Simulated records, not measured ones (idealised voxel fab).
This section sets out a process module, namely voxel ribs on slabs.
Square cell edge 5 nm, section width 160 nm, ID cut.
Format of a cross-section: grid, square cells. Given as bands. Order: top down. Band: one or more rows of cells. Read a band's entry like this: the first values are the height of its top and the height of its bottom in nm, and what follows is the sequence of materials from left to right, each with its width in nm. Note that "empty" is empty space, and that a single material marked "all across" reaches across the band from edge to edge. Heads up on the height convention: 0 is the point under which the incoming wafer is all one material, and the lowest band has no bottom, it just keeps going down, like "z 0 and below". So if you see something like "30->40" for the width, read it as the top row of the band sitting at the first number and the bottom row at the second, with every row in between moving by the same amount as the last. "no change" after a step means that no cell of the cross-section changed. If an empty space has no open way to the top and is at least 8 cells in size, "Voids, enclosed" lists it, written width x height at distance, where distance is measured from the left edge and every value is in nm. Text after the settings on a step's line: the simulator's own remark on that step. overlay nm: on a step with a mask, how far right of its planned place the mask lay; negative means left.
PROCESS STEPS - PLAN
- 1: RECEIVE,material Si
- 2: DIRECTIONAL_DEP,material SiO2,thk nm 20
- 3: DIRECTIONAL_DEP,material polySi,thk nm 25
- 4: DIRECTIONAL_DEP,material aC,thk nm 10
- 5: PATTERN,tone cover,mask id RIB,material resist,width nm 30,thk nm 25,overlay nm 0
- 6: DIRECTIONAL_ETCH,etch materials aC,depth nm 10
- 7: STRIP,etch materials resist
- 8: DIRECTIONAL_ETCH,etch materials polySi,depth nm 5
- 9: STRIP,etch materials aC
- 10: DIRECTIONAL_DEP,material aC,thk nm 15
- 11: PATTERN,tone cover,mask id SLAB,material resist,width nm 80,thk nm 35,overlay nm 0
- 12: DIRECTIONAL_ETCH,etch materials aC,depth nm 15
- 13: STRIP,etch materials resist
- 14: DIRECTIONAL_ETCH,etch materials polySi,depth nm 20
- 15: STRIP,etch materials aC
- 16: FILL_DEP,material SiO2,thk nm 20
- 17: CMP,height nm 60
- 18: DIRECTIONAL_DEP,material W,thk nm 10
- 19: DIRECTIONAL_DEP,material aC,thk nm 15
- 20: PATTERN,tone cover,mask id HEATER,material resist,width nm 40,thk nm 30,overlay nm 0
- 21: DIRECTIONAL_ETCH,etch materials aC,depth nm 15
- 22: STRIP,etch materials resist
- 23: DIRECTIONAL_ETCH,etch materials W,depth nm 10
- 24: STRIP,etch materials aC
- 25: CONFORMAL_DEP,material SiO2,thk nm 10
FIRST WAFER OUT OF TWO, PROCESSED AS PLANNED
AS-RECEIVED WAFER CROSS-SECTION (AFTER STEP 1)
    z 0 and below | Si all across
    Voids, enclosed: none
HOW THE WAFER STANDS IN SECTION AFTER STEP 2
    z 20 to 0 | SiO2 all across
    At heights below 0, the structure remains unaltered.
HOW THE WAFER STANDS IN SECTION AFTER STEP 3
    z 45 to 20 | polySi all across
    At heights below 20, the structure remains unaltered.
HOW THE WAFER STANDS IN SECTION AFTER STEP 4
    z 55 to 45 | aC all across
    At heights below 45, the structure remains unaltered.
HOW THE WAFER STANDS IN SECTION AFTER STEP 5
    z 80 to 55 | empty (65)  resist (30)  empty (65)
    At heights below 55, the structure remains unaltered.
HOW THE WAFER STANDS IN SECTION AFTER STEP 6
    z 70 to 55 | empty (65)  resist (30)  empty (65)
    z 55 to 45 | empty (65)  aC (30)  empty (65)
    At heights below 45, the structure remains unaltered.
HOW THE WAFER STANDS IN SECTION AFTER STEP 7
    z 55 to 45 | empty (65)  aC (30)  empty (65)
    At heights below 45, the structure remains unaltered.
HOW THE WAFER STANDS IN SECTION AFTER STEP 8
    z 55 to 45 | empty (65)  aC (30)  empty (65)
    z 45 to 40 | empty (65)  polySi (30)  empty (65)
    At heights below 40, the structure remains unaltered.
HOW THE WAFER STANDS IN SECTION AFTER STEP 9
    z 45 to 40 | empty (65)  polySi (30)  empty (65)
    At heights below 40, the structure remains unaltered.
HOW THE WAFER STANDS IN SECTION AFTER STEP 10
    z 60 to 55 | empty (65)  aC (30)  empty (65)
    z 55 to 45 | aC all across
    z 45 to 40 | aC (65)  polySi (30)  aC (65)
    At heights below 40, the structure remains unaltered.
HOW THE WAFER STANDS IN SECTION AFTER STEP 11
    z 95 to 60 | empty (40)  resist (80)  empty (40)
    z 60 to 55 | empty (40)  resist (25)  aC (30)  resist (25)  empty (40)
    At heights below 55, the structure remains unaltered.
HOW THE WAFER STANDS IN SECTION AFTER STEP 12
    z 80 to 60 | empty (40)  resist (80)  empty (40)
    z 60 to 55 | empty (40)  resist (25)  aC (30)  resist (25)  empty (40)
    z 55 to 45 | empty (40)  aC (80)  empty (40)
    z 45 to 40 | empty (40)  aC (25)  polySi (30)  aC (25)  empty (40)
    At heights below 40, the structure remains unaltered.
HOW THE WAFER STANDS IN SECTION AFTER STEP 13
    z 60 to 55 | empty (65)  aC (30)  empty (65)
    At heights below 55, the structure remains unaltered.
HOW THE WAFER STANDS IN SECTION AFTER STEP 14
    z 60 to 55 | empty (65)  aC (30)  empty (65)
    z 55 to 45 | empty (40)  aC (80)  empty (40)
    z 45 to 40 | empty (40)  aC (25)  polySi (30)  aC (25)  empty (40)
    z 40 to 20 | empty (40)  polySi (80)  empty (40)
    At heights below 20, the structure remains unaltered.
HOW THE WAFER STANDS IN SECTION AFTER STEP 15
    z 45 to 40 | empty (65)  polySi (30)  empty (65)
    At heights below 40, the structure remains unaltered.
HOW THE WAFER STANDS IN SECTION AFTER STEP 16
    z 65 to 45 | SiO2 all across
    z 45 to 40 | SiO2 (65)  polySi (30)  SiO2 (65)
    z 40 to 20 | SiO2 (40)  polySi (80)  SiO2 (40)
    At heights below 20, the structure remains unaltered.
HOW THE WAFER STANDS IN SECTION AFTER STEP 17
    z 60 to 45 | SiO2 all across
    At heights below 45, the structure remains unaltered.
HOW THE WAFER STANDS IN SECTION AFTER STEP 18
    z 70 to 60 | W all across
    At heights below 60, the structure remains unaltered.
HOW THE WAFER STANDS IN SECTION AFTER STEP 19
    z 85 to 70 | aC all across
    At heights below 70, the structure remains unaltered.
HOW THE WAFER STANDS IN SECTION AFTER STEP 20
    z 115 to 85 | empty (60)  resist (40)  empty (60)
    At heights below 85, the structure remains unaltered.
HOW THE WAFER STANDS IN SECTION AFTER STEP 21
    z 100 to 85 | empty (60)  resist (40)  empty (60)
    z 85 to 70 | empty (60)  aC (40)  empty (60)
    At heights below 70, the structure remains unaltered.
HOW THE WAFER STANDS IN SECTION AFTER STEP 22
    z 85 to 70 | empty (60)  aC (40)  empty (60)
    At heights below 70, the structure remains unaltered.
HOW THE WAFER STANDS IN SECTION AFTER STEP 23
    z 85 to 70 | empty (60)  aC (40)  empty (60)
    z 70 to 60 | empty (60)  W (40)  empty (60)
    At heights below 60, the structure remains unaltered.
HOW THE WAFER STANDS IN SECTION AFTER STEP 24
    z 70 to 60 | empty (60)  W (40)  empty (60)
    At heights below 60, the structure remains unaltered.
HOW THE WAFER STANDS IN SECTION AFTER STEP 25
    z 80 to 70 | empty (50)  SiO2 (60)  empty (50)
    z 70 to 60 | SiO2 (60)  W (40)  SiO2 (60)
    At heights below 60, the structure remains unaltered.
SECOND WAFER: SAME START AND SAME PLAN AS THE FIRST, ONE EXECUTION ERROR; IDENTICAL TO THE FIRST THROUGH STEP 10
SECOND WAFER, CROSS-SECTION, PLANNED END OF STEP 11
    z 95 to 60 | resist (40)  empty (80)  resist (40)
    z 60 to 55 | resist (40)  empty (25)  aC (30)  empty (25)  resist (40)
    At heights below 55, the structure remains unaltered.
SECOND WAFER, CROSS-SECTION, PLANNED END OF STEP 12
    z 80 to 55 | resist (40)  empty (80)  resist (40)
    z 55 to 45 | aC (40)  empty (80)  aC (40)
    z 45 to 40 | aC (40)  empty (25)  polySi (30)  empty (25)  aC (40)
    At heights below 40, the structure remains unaltered.
SECOND WAFER, CROSS-SECTION, PLANNED END OF STEP 13
    z 55 to 45 | aC (40)  empty (80)  aC (40)
    At heights below 45, the structure remains unaltered.
SECOND WAFER, CROSS-SECTION, PLANNED END OF STEP 14
    z 55 to 40 | aC (40)  empty (80)  aC (40)
    z 40 to 25 | polySi (40)  empty (80)  polySi (40)
    z 25 to 20 | polySi (40)  empty (25)  polySi (30)  empty (25)  polySi (40)
    At heights below 20, the structure remains unaltered.
SECOND WAFER, CROSS-SECTION, PLANNED END OF STEP 15
    z 40 to 25 | polySi (40)  empty (80)  polySi (40)
    At heights below 25, the structure remains unaltered.
SECOND WAFER, CROSS-SECTION, PLANNED END OF STEP 16
    z 60 to 40 | SiO2 all across
    z 40 to 25 | polySi (40)  SiO2 (80)  polySi (40)
    z 25 to 20 | polySi (40)  SiO2 (25)  polySi (30)  SiO2 (25)  polySi (40)
    At heights below 20, the structure remains unaltered.
Second wafer, cross-section, planned end of step 17: no change
SECOND WAFER, CROSS-SECTION, PLANNED END OF STEP 18
    z 70 to 60 | W all across
    At heights below 60, the structure remains unaltered.
SECOND WAFER, CROSS-SECTION, PLANNED END OF STEP 19
    z 85 to 70 | aC all across
    At heights below 70, the structure remains unaltered.
SECOND WAFER, CROSS-SECTION, PLANNED END OF STEP 20
    z 115 to 85 | empty (60)  resist (40)  empty (60)
    At heights below 85, the structure remains unaltered.
SECOND WAFER, CROSS-SECTION, PLANNED END OF STEP 21
    z 100 to 85 | empty (60)  resist (40)  empty (60)
    z 85 to 70 | empty (60)  aC (40)  empty (60)
    At heights below 70, the structure remains unaltered.
SECOND WAFER, CROSS-SECTION, PLANNED END OF STEP 22
    z 85 to 70 | empty (60)  aC (40)  empty (60)
    At heights below 70, the structure remains unaltered.
SECOND WAFER, CROSS-SECTION, PLANNED END OF STEP 23
    z 85 to 70 | empty (60)  aC (40)  empty (60)
    z 70 to 60 | empty (60)  W (40)  empty (60)
    At heights below 60, the structure remains unaltered.
SECOND WAFER, CROSS-SECTION, PLANNED END OF STEP 24
    z 70 to 60 | empty (60)  W (40)  empty (60)
    At heights below 60, the structure remains unaltered.
SECOND WAFER, CROSS-SECTION, PLANNED END OF STEP 25
    z 80 to 70 | empty (50)  SiO2 (60)  empty (50)
    z 70 to 60 | SiO2 (60)  W (40)  SiO2 (60)
    At heights below 60, the structure remains unaltered.
Plan not followed: contrary to plan, step 11 was performed as PATTERN,tone open,mask id SLAB,material resist,width nm 80,thk nm 35,overlay nm 0
In the final comparison it is observed that the number of cells assigned to each material is identical for the two wafers, whereas their placement is not.
